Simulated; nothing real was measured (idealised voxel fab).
Documented hereafter: the process module known as voxel fin reveal.
The cross-section on display is named cut; it measures 165 nm wide, and its cells are 5 nm squares.
How to read a cross-section here: the picture is a grid of square cells, written as bands going from the top down, and any band can span one or more rows of cells.
Within each band entry, the heights of the top and of the bottom of the band appear first, in that order and in nm; the materials of the band then follow from left to right, each with its corresponding width in nm. The designation "full width" on a single material indicates that it fills the band from edge to edge; the designation "blank" indicates empty space.
Basically, 0 is our baseline, since under it the wafer straight out of the box is all one material. The bottom band has no lower end and keeps on going down, so it looks like "0 -> down".
Width "30..40": first value at the band's top row of cells, second value at its bottom row, equal change from row to row.
Reading "nothing got changed" for a step: not a cell of the cross-section changed in it.
What "Trapped cavities" gives you is every empty space of 8 cells or more that is cut off from the top. Each appears as width x height at distance, with the distance taken from the left edge and width, height and distance all in nm.
Read whatever lies past the settings on a step's line as the simulator's own remark about the step.
On any step carrying a mask, the "overlay nm" setting, if present on the step's line, tells how far right of its planned place the mask lay; negative values point to the left.

-- Process steps (planned)
| 1 | RECEIVE: material Si |
| 2 | CONFORMAL_DEP: material SiN, thk nm 10 |
| 3 | DIRECTIONAL_DEP: material aC, thk nm 10 |
| 4 | PATTERN: tone cover, mask id FINS, material resist, width nm 15, pitch nm 40, thk nm 25, overlay nm 0 |
| 5 | DIRECTIONAL_ETCH: etch materials aC, depth nm 10 |
| 6 | STRIP: etch materials resist |
| 7 | DIRECTIONAL_ETCH: etch materials SiN, depth nm 10 |
| 8 | DIRECTIONAL_ETCH: etch materials Si, depth nm 35 |
| 9 | STRIP: etch materials aC |
| 10 | OXIDIZE: depth nm 5 |
| 11 | FILL_DEP: material SiO2, thk nm 10 |
| 12 | CMP: height nm 10 |
| 13 | SELECTIVE_ETCH: etch materials SiO2, depth nm 35 |
| 14 | STRIP: etch materials SiN |
| 15 | CONFORMAL_DEP: material HfO2, thk nm 5 |

-- The cross-section here shows the wafer as received, i.e. in its state after step 1
0 -> down = Si full width
Trapped cavities: none

-- Module complete - cross-section of the first of two wafers, run according to plan
5 -> 0 = blank=15, then HfO2=15, then blank=25, then HfO2=15, then blank=25, then HfO2=15, then blank=25, then HfO2=15, then blank=15
0 -> -20 = blank=15, then HfO2=5, then Si=5, then HfO2=5, then blank=25, then HfO2=5, then Si=5, then HfO2=5, then blank=25, then HfO2=5, then Si=5, then HfO2=5, then blank=25, then HfO2=5, then Si=5, then HfO2=5, then blank=15
-20 -> -25 = HfO2=20, then Si=5, then HfO2=35, then Si=5, then HfO2=35, then Si=5, then HfO2=35, then Si=5, then HfO2=20
-25 -> -40 = SiO2=20, then Si=5, then SiO2=35, then Si=5, then SiO2=35, then Si=5, then SiO2=35, then Si=5, then SiO2=20
-40 -> down = Si full width
Trapped cavities: none

-- Wafer two, sectioned after the module: the first wafer's start, the first wafer's plan, and one mistake in how it was run
0 -> -25 = blank=20, then Si=5, then blank=35, then Si=5, then blank=35, then Si=5, then blank=35, then Si=5, then blank=20
-25 -> -40 = SiO2=20, then Si=5, then SiO2=35, then Si=5, then SiO2=35, then Si=5, then SiO2=35, then Si=5, then SiO2=20
-40 -> down = Si full width
Trapped cavities: none
What went wrong in running the wafer? not run: step 15 of the plan (skipped)
Looking at both finished wafers in cells, the second ends up ahead of or behind the first on some materials: HfO2: 73 fewer
